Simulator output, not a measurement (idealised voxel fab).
Proc. module: voxel capacitor over wiring
220 nm wide, 5 nm square cells: that's cross-section cut.
Throughout this document, each cross-section is represented as a grid of square cells and is presented as a sequence of bands enumerated from the top downward, where a band comprises one or more rows of cells.
Basically the band line says how high the top is and how high the bottom is, in nm, and then what's in it from left to right, every material with its width in nm. Empty space shows up as "empty", and if a single material carries "edge to edge" it runs the full band edge to edge.
Zero point of the height axis is 0; under it, received wafer = one material. Lowest band: continues down indefinitely, "0 nm and below".
A width given as "30 to 40" starts at the first number in the band's top row and ends at the second number in its bottom row, shifting by an equal amount at every step from row to row.
Where the words "no modifications" appear for a step, the cross-section shows no cell changed by that step; every cell remained as before.
"Closed empty spaces" specifies each empty space that is not open to the top and that occupies no fewer than 8 cells, using the form width x height at distance, the distance measured from the left edge and all three quantities in nm.
Read whatever lies past the settings on a step's line as the simulator's own remark about the step.
When a step includes a mask, the "overlay nm" setting on its line states how far to the right of its planned place that mask lay, and negative values state how far to the left.

[Steps in the process plan]
1: RECEIVE,material Si
2: CONFORMAL_DEP,material SiO2,thk nm 10
3: DIRECTIONAL_DEP,material TiN,thk nm 5
4: DIRECTIONAL_DEP,material W,thk nm 15
5: DIRECTIONAL_DEP,material aC,thk nm 10
6: PATTERN,tone cover,mask id METAL_1,material resist,width nm 20,pitch nm 70,thk nm 30,overlay nm 0
7: DIRECTIONAL_ETCH,etch materials aC,depth nm 10
8: STRIP,etch materials resist
9: DIRECTIONAL_ETCH,etch materials W,depth nm 15
10: DIRECTIONAL_ETCH,etch materials TiN,depth nm 5
11: STRIP,etch materials aC
12: CONFORMAL_DEP,material SiCN,thk nm 5
13: FILL_DEP,material SiO2,thk nm 5
14: CMP,height nm 30
15: CONFORMAL_DEP,material SiCN,thk nm 5
16: DIRECTIONAL_DEP,material SiO2,thk nm 15
17: MASKED_ETCH,tone open,mask id PLUG_1,width nm 15,etch materials SiO2,depth nm 15,overlay nm 0
18: MASKED_ETCH,tone open,mask id PLUG_1,width nm 15,etch materials SiCN,depth nm 5,overlay nm 0
19: CONFORMAL_DEP,material TiN,thk nm 5
20: FILL_DEP,material Ru,thk nm 5
21: CMP,height nm 50
22: DIRECTIONAL_DEP,material TiN,thk nm 10
23: DIRECTIONAL_DEP,material HfO2,thk nm 5
24: DIRECTIONAL_DEP,material TiN,thk nm 5
25: PATTERN,tone cover,mask id UPPER_PLATE,material resist,width nm 55,thk nm 15,overlay nm 0
26: DIRECTIONAL_ETCH,etch materials TiN,depth nm 5
27: DIRECTIONAL_ETCH,etch materials HfO2,depth nm 5
28: STRIP,etch materials resist
29: DIRECTIONAL_DEP,material aC,thk nm 10
30: PATTERN,tone cover,mask id LOWER_PLATE,material resist,width nm 65,thk nm 25,overlay nm 0
31: DIRECTIONAL_ETCH,etch materials aC,depth nm 10
32: STRIP,etch materials resist
33: DIRECTIONAL_ETCH,etch materials TiN,depth nm 10
34: STRIP,etch materials aC
35: FILL_DEP,material SiO2,thk nm 15
36: CMP,height nm 80
37: PATTERN,tone open,mask id PLUG_2,material resist,width nm 15,thk nm 20,overlay nm 0
38: DIRECTIONAL_ETCH,etch materials SiO2,depth nm 10
39: STRIP,etch materials resist
40: CONFORMAL_DEP,material TiN,thk nm 5
41: FILL_DEP,material Ru,thk nm 10
42: CMP,height nm 80
43: CONFORMAL_DEP,material SiN,thk nm 5

[Account of the first of two wafers, which was processed as intended]

[Cross-section of the wafer at receipt, which is the condition after step 1]
0 nm and below = Si edge to edge
Closed empty spaces: none

[Wafer after step 2 (cross-section)]
10 nm to 0 nm = SiO2 edge to edge
Below a height of 0, the structure has not been altered.

[Wafer after step 3 (cross-section)]
15 nm to 10 nm = TiN edge to edge
Below a height of 10, the structure has not been altered.

[Wafer after step 4 (cross-section)]
30 nm to 15 nm = W edge to edge
Below a height of 15, the structure has not been altered.

[Wafer after step 5 (cross-section)]
40 nm to 30 nm = aC edge to edge
Below a height of 30, the structure has not been altered.

[Wafer after step 6 (cross-section)]
70 nm to 40 nm = empty=65 / resist=20 / empty=50 / resist=20 / empty=65
Below a height of 40, the structure has not been altered.

[Wafer after step 7 (cross-section)]
60 nm to 40 nm = empty=65 / resist=20 / empty=50 / resist=20 / empty=65
40 nm to 30 nm = empty=65 / aC=20 / empty=50 / aC=20 / empty=65
Below a height of 30, the structure has not been altered.

[Wafer after step 8 (cross-section)]
40 nm to 30 nm = empty=65 / aC=20 / empty=50 / aC=20 / empty=65
Below a height of 30, the structure has not been altered.

[Wafer after step 9 (cross-section)]
40 nm to 30 nm = empty=65 / aC=20 / empty=50 / aC=20 / empty=65
30 nm to 15 nm = empty=65 / W=20 / empty=50 / W=20 / empty=65
Below a height of 15, the structure has not been altered.

[Wafer after step 10 (cross-section)]
40 nm to 30 nm = empty=65 / aC=20 / empty=50 / aC=20 / empty=65
30 nm to 15 nm = empty=65 / W=20 / empty=50 / W=20 / empty=65
15 nm to 10 nm = empty=65 / TiN=20 / empty=50 / TiN=20 / empty=65
Below a height of 10, the structure has not been altered.

[Wafer after step 11 (cross-section)]
30 nm to 15 nm = empty=65 / W=20 / empty=50 / W=20 / empty=65
Below a height of 15, the structure has not been altered.

[Wafer after step 12 (cross-section)]
35 nm to 30 nm = empty=60 / SiCN=30 / empty=40 / SiCN=30 / empty=60
30 nm to 15 nm = empty=60 / SiCN=5 / W=20 / SiCN=5 / empty=40 / SiCN=5 / W=20 / SiCN=5 / empty=60
15 nm to 10 nm = SiCN=65 / TiN=20 / SiCN=50 / TiN=20 / SiCN=65
Below a height of 10, the structure has not been altered.

[Wafer after step 13 (cross-section)]
40 nm to 35 nm = SiO2 edge to edge
35 nm to 30 nm = SiO2=60 / SiCN=30 / SiO2=40 / SiCN=30 / SiO2=60
30 nm to 15 nm = SiO2=60 / SiCN=5 / W=20 / SiCN=5 / SiO2=40 / SiCN=5 / W=20 / SiCN=5 / SiO2=60
Below a height of 15, the structure has not been altered.

[Wafer after step 14 (cross-section)]
30 nm to 15 nm = SiO2=60 / SiCN=5 / W=20 / SiCN=5 / SiO2=40 / SiCN=5 / W=20 / SiCN=5 / SiO2=60
Below a height of 15, the structure has not been altered.

[Wafer after step 15 (cross-section)]
35 nm to 30 nm = SiCN edge to edge
Below a height of 30, the structure has not been altered.

[Wafer after step 16 (cross-section)]
50 nm to 35 nm = SiO2 edge to edge
Below a height of 35, the structure has not been altered.

[Wafer after step 17 (cross-section)]
50 nm to 35 nm = SiO2=70 / empty=15 / SiO2=135
Below a height of 35, the structure has not been altered.

[Wafer after step 18 (cross-section)]
50 nm to 35 nm = SiO2=70 / empty=15 / SiO2=135
35 nm to 30 nm = SiCN=70 / empty=15 / SiCN=135
Below a height of 30, the structure has not been altered.

[Wafer after step 19 (cross-section)]
55 nm to 50 nm = TiN=75 / empty=5 / TiN=140
50 nm to 35 nm = SiO2=70 / TiN=5 / empty=5 / TiN=5 / SiO2=135
35 nm to 30 nm = SiCN=70 / TiN=15 / SiCN=135
Below a height of 30, the structure has not been altered.

[Wafer after step 20 (cross-section)]
60 nm to 55 nm = Ru edge to edge
55 nm to 50 nm = TiN=75 / Ru=5 / TiN=140
50 nm to 35 nm = SiO2=70 / TiN=5 / Ru=5 / TiN=5 / SiO2=135
Below a height of 35, the structure has not been altered.

[Wafer after step 21 (cross-section)]
50 nm to 35 nm = SiO2=70 / TiN=5 / Ru=5 / TiN=5 / SiO2=135
Below a height of 35, the structure has not been altered.

[Wafer after step 22 (cross-section)]
60 nm to 50 nm = TiN edge to edge
Below a height of 50, the structure has not been altered.

[Wafer after step 23 (cross-section)]
65 nm to 60 nm = HfO2 edge to edge
Below a height of 60, the structure has not been altered.

[Wafer after step 24 (cross-section)]
70 nm to 65 nm = TiN edge to edge
Below a height of 65, the structure has not been altered.

[Wafer after step 25 (cross-section)]
85 nm to 70 nm = empty=70 / resist=55 / empty=95
Below a height of 70, the structure has not been altered.

[Wafer after step 26 (cross-section)]
85 nm to 70 nm = empty=70 / resist=55 / empty=95
70 nm to 65 nm = empty=70 / TiN=55 / empty=95
Below a height of 65, the structure has not been altered.

[Wafer after step 27 (cross-section)]
85 nm to 70 nm = empty=70 / resist=55 / empty=95
70 nm to 65 nm = empty=70 / TiN=55 / empty=95
65 nm to 60 nm = empty=70 / HfO2=55 / empty=95
Below a height of 60, the structure has not been altered.

[Wafer after step 28 (cross-section)]
70 nm to 65 nm = empty=70 / TiN=55 / empty=95
Below a height of 65, the structure has not been altered.

[Wafer after step 29 (cross-section)]
80 nm to 70 nm = empty=70 / aC=55 / empty=95
70 nm to 65 nm = aC=70 / TiN=55 / aC=95
65 nm to 60 nm = aC=70 / HfO2=55 / aC=95
Below a height of 60, the structure has not been altered.

[Wafer after step 30 (cross-section)]
105 nm to 80 nm = empty=65 / resist=65 / empty=90
80 nm to 70 nm = empty=65 / resist=5 / aC=55 / resist=5 / empty=90
Below a height of 70, the structure has not been altered.

[Wafer after step 31 (cross-section)]
95 nm to 80 nm = empty=65 / resist=65 / empty=90
80 nm to 70 nm = empty=65 / resist=5 / aC=55 / resist=5 / empty=90
70 nm to 65 nm = empty=65 / aC=5 / TiN=55 / aC=5 / empty=90
65 nm to 60 nm = empty=65 / aC=5 / HfO2=55 / aC=5 / empty=90
Below a height of 60, the structure has not been altered.

[Wafer after step 32 (cross-section)]
80 nm to 70 nm = empty=70 / aC=55 / empty=95
Below a height of 70, the structure has not been altered.

[Wafer after step 33 (cross-section)]
80 nm to 70 nm = empty=70 / aC=55 / empty=95
70 nm to 65 nm = empty=65 / aC=5 / TiN=55 / aC=5 / empty=90
65 nm to 60 nm = empty=65 / aC=5 / HfO2=55 / aC=5 / empty=90
60 nm to 50 nm = empty=65 / TiN=65 / empty=90
Below a height of 50, the structure has not been altered.

[Wafer after step 34 (cross-section)]
70 nm to 65 nm = empty=70 / TiN=55 / empty=95
65 nm to 60 nm = empty=70 / HfO2=55 / empty=95
Below a height of 60, the structure has not been altered.

[Wafer after step 35 (cross-section)]
85 nm to 70 nm = SiO2 edge to edge
70 nm to 65 nm = SiO2=70 / TiN=55 / SiO2=95
65 nm to 60 nm = SiO2=70 / HfO2=55 / SiO2=95
60 nm to 50 nm = SiO2=65 / TiN=65 / SiO2=90
Below a height of 50, the structure has not been altered.

[Wafer after step 36 (cross-section)]
80 nm to 70 nm = SiO2 edge to edge
Below a height of 70, the structure has not been altered.

[Wafer after step 37 (cross-section)]
100 nm to 80 nm = resist=80 / empty=15 / resist=125
Below a height of 80, the structure has not been altered.

[Wafer after step 38 (cross-section)]
100 nm to 80 nm = resist=80 / empty=15 / resist=125
80 nm to 70 nm = SiO2=80 / empty=15 / SiO2=125
Below a height of 70, the structure has not been altered.

[Wafer after step 39 (cross-section)]
80 nm to 70 nm = SiO2=80 / empty=15 / SiO2=125
Below a height of 70, the structure has not been altered.

[Wafer after step 40 (cross-section)]
85 nm to 80 nm = TiN=85 / empty=5 / TiN=130
80 nm to 75 nm = SiO2=80 / TiN=5 / empty=5 / TiN=5 / SiO2=125
75 nm to 65 nm = SiO2=80 to 70 / TiN=15 to 55 / SiO2=125 to 95
Below a height of 65, the structure has not been altered.

[Wafer after step 41 (cross-section)]
95 nm to 85 nm = Ru edge to edge
85 nm to 80 nm = TiN=85 / Ru=5 / TiN=130
80 nm to 75 nm = SiO2=80 / TiN=5 / Ru=5 / TiN=5 / SiO2=125
Below a height of 75, the structure has not been altered.

[Wafer after step 42 (cross-section)]
80 nm to 75 nm = SiO2=80 / TiN=5 / Ru=5 / TiN=5 / SiO2=125
Below a height of 75, the structure has not been altered.

[Wafer after step 43 (cross-section)]
85 nm to 80 nm = SiN edge to edge
Below a height of 80, the structure has not been altered.

[Second of two: same start, same plan, one run error; steps up to and including 34 match the first]

[Second wafer, cross-section, planned end of step 35]
85 nm to 70 nm = SiN edge to edge
70 nm to 65 nm = SiN=70 / TiN=55 / SiN=95
65 nm to 60 nm = SiN=70 / HfO2=55 / SiN=95
60 nm to 50 nm = SiN=65 / TiN=65 / SiN=90
Below a height of 50, the structure has not been altered.

[Second wafer, cross-section, planned end of step 36]
80 nm to 70 nm = SiN edge to edge
Below a height of 70, the structure has not been altered.

[Second wafer, cross-section, planned end of step 37]
100 nm to 80 nm = resist=80 / empty=15 / resist=125
Below a height of 80, the structure has not been altered.

Second wafer, cross-section, planned end of step 38: no modifications

[Second wafer, cross-section, planned end of step 39]
80 nm to 70 nm = SiN edge to edge
Below a height of 70, the structure has not been altered.

[Second wafer, cross-section, planned end of step 40]
85 nm to 80 nm = TiN edge to edge
Below a height of 80, the structure has not been altered.

[Second wafer, cross-section, planned end of step 41]
95 nm to 85 nm = Ru edge to edge
Below a height of 85, the structure has not been altered.

[Second wafer, cross-section, planned end of step 42]
80 nm to 70 nm = SiN edge to edge
Below a height of 70, the structure has not been altered.

[Second wafer, cross-section, planned end of step 43]
85 nm to 70 nm = SiN edge to edge
Below a height of 70, the structure has not been altered.
It is concluded that the wafer was processed incorrectly with respect to the plan, in that heads up, step 35 didn't go per plan, it actually ran as FILL_DEP,material SiN,thk nm 15
FYI, end of process, the second wafer has more or fewer cells of some materials than the first: Ru: 1 fewer, SiN: 216 more, SiO2: 210 fewer, TiN: 5 fewer
